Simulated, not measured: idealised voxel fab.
process module | voxel capacitor over wiring
Square cell edge 5 nm, section width 295 nm, ID cut.
Think of the cross-section as a grid of square cells. We describe it in bands, top to bottom, and each band covers one or more rows of those cells.
Quick guide to a band line: top height, bottom height (nm) up front; then every material left to right with its width in nm. Only one material and it's marked "throughout"? Then it fills the band edge to edge. And "blank" just means empty space.
Heights are reckoned from 0. Under this level, the received wafer is all of one material. The bottommost band is open-ended downward, for example "0 and below".
Top row gets the first number, bottom row gets the second, and each row in between changes by the same step: that is how a band width like "30->40" works.
The designation "stayed the same", where it is given for a processing step, indicates that no cell of the cross-section was altered in the course of that step.
For the entry "Closed cavities", the listed items are empty spaces with no open way to the top whose size is 8 cells or more; each item follows the pattern width x height at distance, where distance is from the left edge and all three are in nm.
What comes after the settings on a step's line is commentary from the simulator itself on that step.
The "overlay nm" setting may appear on a step's line; for a step that uses a mask, it gives how far to the right of its planned position the mask lay, and a negative value indicates the left.

[The planned process steps are enumerated hereunder]
1. op RECEIVE | material Si
2. op CONFORMAL_DEP | material SiO2 | thk nm 10
3. op DIRECTIONAL_DEP | material TiN | thk nm 5
4. op DIRECTIONAL_DEP | material Ru | thk nm 20
5. op PATTERN | tone cover | mask id METAL_1 | material resist | width nm 20 | pitch nm 80 | thk nm 15 | overlay nm 0
6. op DIRECTIONAL_ETCH | etch materials Ru | depth nm 20
7. op DIRECTIONAL_ETCH | etch materials TiN | depth nm 5
8. op STRIP | etch materials resist
9. op CONFORMAL_DEP | material SiN | thk nm 5
10. op FILL_DEP | material SiO2 | thk nm 10
11. op CMP | height nm 35
12. op CONFORMAL_DEP | material SiCN | thk nm 5
13. op DIRECTIONAL_DEP | material SiO2 | thk nm 20
14. op MASKED_ETCH | tone open | mask id PLUG_1 | width nm 15 | etch materials SiO2 | depth nm 20 | overlay nm 0
15. op MASKED_ETCH | tone open | mask id PLUG_1 | width nm 15 | etch materials SiCN | depth nm 5 | overlay nm 0
16. op CONFORMAL_DEP | material TiN | thk nm 5
17. op FILL_DEP | material W | thk nm 10
18. op CMP | height nm 60
19. op DIRECTIONAL_DEP | material TiN | thk nm 5
20. op DIRECTIONAL_DEP | material Al2O3 | thk nm 5
21. op DIRECTIONAL_DEP | material TiN | thk nm 5
22. op MASKED_ETCH | tone cover | mask id UPPER_PLATE | width nm 65 | etch materials TiN | depth nm 5 | overlay nm 0
23. op MASKED_ETCH | tone cover | mask id UPPER_PLATE | width nm 65 | etch materials Al2O3 | depth nm 5 | overlay nm 0
24. op PATTERN | tone cover | mask id LOWER_PLATE | material resist | width nm 75 | thk nm 20 | overlay nm 0
25. op DIRECTIONAL_ETCH | etch materials TiN | depth nm 5
26. op STRIP | etch materials resist
27. op FILL_DEP | material SiO2 | thk nm 20
28. op CMP | height nm 90
29. op PATTERN | tone open | mask id PLUG_2 | material resist | width nm 15 | thk nm 20 | overlay nm 0
30. op DIRECTIONAL_ETCH | etch materials SiO2 | depth nm 15
31. op STRIP | etch materials resist
32. op CONFORMAL_DEP | material TiN | thk nm 5
33. op FILL_DEP | material Ru | thk nm 10
34. op CMP | height nm 90
35. op CONFORMAL_DEP | material SiCN | thk nm 5

[Incoming wafer in cross-section (state: after step 1)]
  0 and below = Si throughout
  Closed cavities: none

[Cross-sectional view of the first of the two wafers upon completion of the module, processed in accordance with the plan]
  95 down to 90 = SiCN throughout
  90 down to 80 = 110 nm SiO2  5 nm TiN  5 nm Ru  5 nm TiN  170 nm SiO2
  80 down to 70 = 110->100 nm SiO2  15->65 nm TiN  170->130 nm SiO2
  70 down to 65 = 100 nm SiO2  65 nm Al2O3  130 nm SiO2
  65 down to 60 = 95 nm SiO2  75 nm TiN  125 nm SiO2
  60 down to 40 = 100 nm SiO2  5 nm TiN  5 nm W  5 nm TiN  180 nm SiO2
  40 down to 35 = 100 nm SiCN  15 nm TiN  180 nm SiCN
  35 down to 15 = 90 nm SiO2  5 nm SiN  20 nm Ru  5 nm SiN  50 nm SiO2  5 nm SiN  20 nm Ru  5 nm SiN  95 nm SiO2
  15 down to 10 = 95 nm SiN  20 nm TiN  60 nm SiN  20 nm TiN  100 nm SiN
  10 down to 0 = SiO2 throughout
  0 and below = Si throughout
  Closed cavities: none

[The second wafer, shown in cross-section after the module: started the same way as the first and given the same plan, yet one mistake crept into how it was run]
  95 down to 90 = SiCN throughout
  90 down to 80 = 110 nm SiO2  5 nm TiN  5 nm Ru  5 nm TiN  170 nm SiO2
  80 down to 70 = 110->100 nm SiO2  15->65 nm TiN  170->130 nm SiO2
  70 down to 65 = 100 nm SiO2  65 nm Al2O3  130 nm SiO2
  65 down to 60 = 95 nm SiO2  75 nm TiN  125 nm SiO2
  60 down to 40 = 100 nm SiO2  5 nm TiN  5 nm W  5 nm TiN  180 nm SiO2
  40 down to 35 = 100 nm SiCN  15 nm TiN  180 nm SiCN
  35 down to 20 = 90 nm SiO2  5 nm SiN  20 nm Ru  5 nm SiN  50 nm SiO2  5 nm SiN  20 nm Ru  5 nm SiN  95 nm SiO2
  20 down to 15 = 95 nm SiN  20 nm TiN  60 nm SiN  20 nm TiN  100 nm SiN
  15 down to 0 = SiO2 throughout
  0 and below = Si throughout
  Closed cavities: none
The plan and the run diverged here: rather than as planned, step 2 actually ran as op CONFORMAL_DEP | material SiO2 | thk nm 15
Final cells, second wafer relative to first, materials higher or lower: 8 fewer of Ru; 4 fewer of SiN; 12 more of SiO2
